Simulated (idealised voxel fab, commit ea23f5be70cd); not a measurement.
voxel self aligned contacts: a process module
Xsec cut, 245 nm wide, square cell size 5 nm.
Cross-section spec: square-cell grid; bands listed top down; each band is one or more rows. Look at the band entry: it leads with the top's height and the bottom's height in nm. Then it lists the materials left to right, with a width in nm for each. The word "full width" on a single material says that material fills the band edge to edge. The word "empty" is empty space. Height 0 is the level under which the wafer as received is all one material. The lowest band goes on downwards, as in "0..down". Graded width ("30 to 40"): value in top row of band = first number; value in bottom row = second number; row-to-row change constant. Key: "all unchanged" - step with no changed cell in the cross-section. The entry titled "Closed-off voids" provides the empty spaces that have no open way to the top, restricted to those of 8 cells or more. Each is presented as width x height at distance, the distance being measured from the left edge, with all three in nm. Formally, on a step line, whatever follows the settings is a remark that the simulator itself makes on the step. "overlay nm" denotes, for a step that has a mask, the displacement of the mask to the right of its planned place, with negative values corresponding to the left.

plan:
1) RECEIVE, material Si
2) OXIDIZE, depth nm 5
3) DIRECTIONAL_DEP, material polySi, thk nm 30
4) DIRECTIONAL_DEP, material SiN, thk nm 15
5) MASKED_ETCH, tone cover, mask id GATE, width nm 35, pitch nm 70, etch materials SiN, depth nm 15, overlay nm 0
6) MASKED_ETCH, tone cover, mask id GATE, width nm 35, pitch nm 70, etch materials polySi, depth nm 30, overlay nm 0
7) CONFORMAL_DEP, material SiN, thk nm 5
8) DIRECTIONAL_ETCH, etch materials SiN, depth nm 5
9) FILL_DEP, material SiO2, thk nm 15
10) CMP, height nm 50
11) DIRECTIONAL_DEP, material aC, thk nm 15
12) PATTERN, tone open, mask id CONTACT, material resist, width nm 55, pitch nm 70, thk nm 35, overlay nm 0
13) DIRECTIONAL_ETCH, etch materials aC, depth nm 15
14) STRIP, etch materials resist
15) DIRECTIONAL_ETCH, etch materials SiO2, depth nm 55
16) STRIP, etch materials aC
17) CONFORMAL_DEP, material TiN, thk nm 5
18) FILL_DEP, material Ru, thk nm 10
19) CMP, height nm 50
20) CONFORMAL_DEP, material SiCN, thk nm 5

Cross-section of the wafer at receipt, which is the condition after step 1:
	0..down | Si full width
	Closed-off voids: none

The module was run from the start shown above using the plan shown above, but one mistake was made doing it; the resulting wafer cross-section is below:
	55..50 | SiCN full width
	50..35 | SiO2: 30 / SiN: 5 / polySi: 35 / SiN: 5 / TiN: 5 / Ru: 15 / TiN: 5 / SiN: 5 / polySi: 35 / SiN: 5 / TiN: 5 / Ru: 15 / TiN: 5 / SiN: 5 / polySi: 35 / SiN: 5 / SiO2: 30
	35..30 | SiO2: 30 / SiN: 5 / polySi: 35 / SiN: 5 / TiN: 25 / SiN: 5 / polySi: 35 / SiN: 5 / TiN: 25 / SiN: 5 / polySi: 35 / SiN: 5 / SiO2: 30
	30..0 | polySi full width
	0..-5 | SiO2 full width
	-5..down | Si full width
	Closed-off voids: none
Processing error: yeah, plan step 3 got run twice
